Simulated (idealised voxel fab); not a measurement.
Proc. module: voxel self aligned vias
Square cells of 5 nm make up the cross-section cut, whose width is 230 nm.
Reading order for cross-sections: top band down to bottom band. Underlying form: a grid of square cells. Band size: one or more rows of cells. It is stipulated that each band's entry specify, in nanometres, the height of the top of the band and then that of its bottom, followed by the materials of the band in left-to-right sequence, each together with its width in nanometres. A single material marked by the word "everywhere" is understood to fill the band from edge to edge; the word "blank" is understood to denote empty space. Heads up on the height convention: 0 is the point under which the incoming wafer is all one material, and the lowest band has no bottom, it just keeps going down, like "0..down". Quick explanation for "30..40": the width changes in equal steps down the rows of cells, from the first number in the band's top row to the second number in its bottom row. No cell of the cross-section changed in a step that is given as "nothing was modified". "Closed internal cavities": empty spaces of 8 cells or more with no open way to the top, each given as width x height at distance, distance from the left edge, all in nm. Whatever follows a step's settings on its line is a remark the simulator itself makes about that step. Steps that use a mask can have "overlay nm" on their line. It says how far the mask sat to the right of where it was meant to be. Negative means to the left.

## The following list gives the planned process steps
1: RECEIVE (material Si)
2: CONFORMAL_DEP (material SiO2; thk nm 10)
3: CONFORMAL_DEP (material SiCN; thk nm 5)
4: DIRECTIONAL_DEP (material SiO2; thk nm 30)
5: DIRECTIONAL_DEP (material aC; thk nm 10)
6: PATTERN (tone open; mask id LINES; material resist; width nm 20; pitch nm 55; thk nm 30; overlay nm 0)
7: DIRECTIONAL_ETCH (etch materials aC; depth nm 10)
8: STRIP (etch materials resist)
9: DIRECTIONAL_ETCH (etch materials SiO2; depth nm 30)
10: STRIP (etch materials aC)
11: CONFORMAL_DEP (material TiN; thk nm 5)
12: FILL_DEP (material Ru; thk nm 5)
13: CMP (height nm 45)
14: SELECTIVE_ETCH (etch materials W Ru TiN; depth nm 10)
15: FILL_DEP (material SiN; thk nm 10)
16: CMP (height nm 45)
17: DIRECTIONAL_DEP (material SiO2; thk nm 20)
18: PATTERN (tone open; mask id VIAS; material resist; width nm 40; pitch nm 110; thk nm 20; overlay nm 0)
19: DIRECTIONAL_ETCH (etch materials SiO2; depth nm 20)
20: DIRECTIONAL_ETCH (etch materials SiN; depth nm 10)
21: STRIP (etch materials resist)
22: CONFORMAL_DEP (material TiN; thk nm 5)
23: FILL_DEP (material Cu; thk nm 10)
24: CMP (height nm 65)
25: CONFORMAL_DEP (material SiN; thk nm 5)

## As-received wafer cross-section (after step 1)
- 0..down: Si everywhere
- Closed internal cavities: none

## Look at the cross-section after the module: the wafer started out the way shown above and the plan was the one shown above, yet one mistake was made along the way
- 70..65: SiN everywhere
- 65..50: 40 of SiO2, 5 of TiN, 30 of Cu, 5 of TiN, 70 of SiO2, 5 of TiN, 30 of Cu, 5 of TiN, 40 of SiO2
- 50..45: 40 of SiO2, 40 of TiN, 70 of SiO2, 40 of TiN, 40 of SiO2
- 45..35: 40 of SiN, 10 of TiN, 20 of SiO2, 10 of TiN, 25 of SiN, 20 of SiO2, 25 of SiN, 10 of TiN, 20 of SiO2, 10 of TiN, 40 of SiN
- 35..20: 45 of Ru, 5 of TiN, 20 of SiO2, 5 of TiN, 25 of Ru, 5 of TiN, 20 of SiO2, 5 of TiN, 25 of Ru, 5 of TiN, 20 of SiO2, 5 of TiN, 45 of Ru
- 20..15: 50 of TiN, 20 of SiO2, 35 of TiN, 20 of SiO2, 35 of TiN, 20 of SiO2, 50 of TiN
- 15..10: SiCN everywhere
- 10..0: SiO2 everywhere
- 0..down: Si everywhere
- Closed internal cavities: none
In executing the process, a mistake was made relative to the plan: step 6 was run on a setting that differed from the plan, and what really ran there is PATTERN (tone cover; mask id LINES; material resist; width nm 20; pitch nm 55; thk nm 30; overlay nm 0)
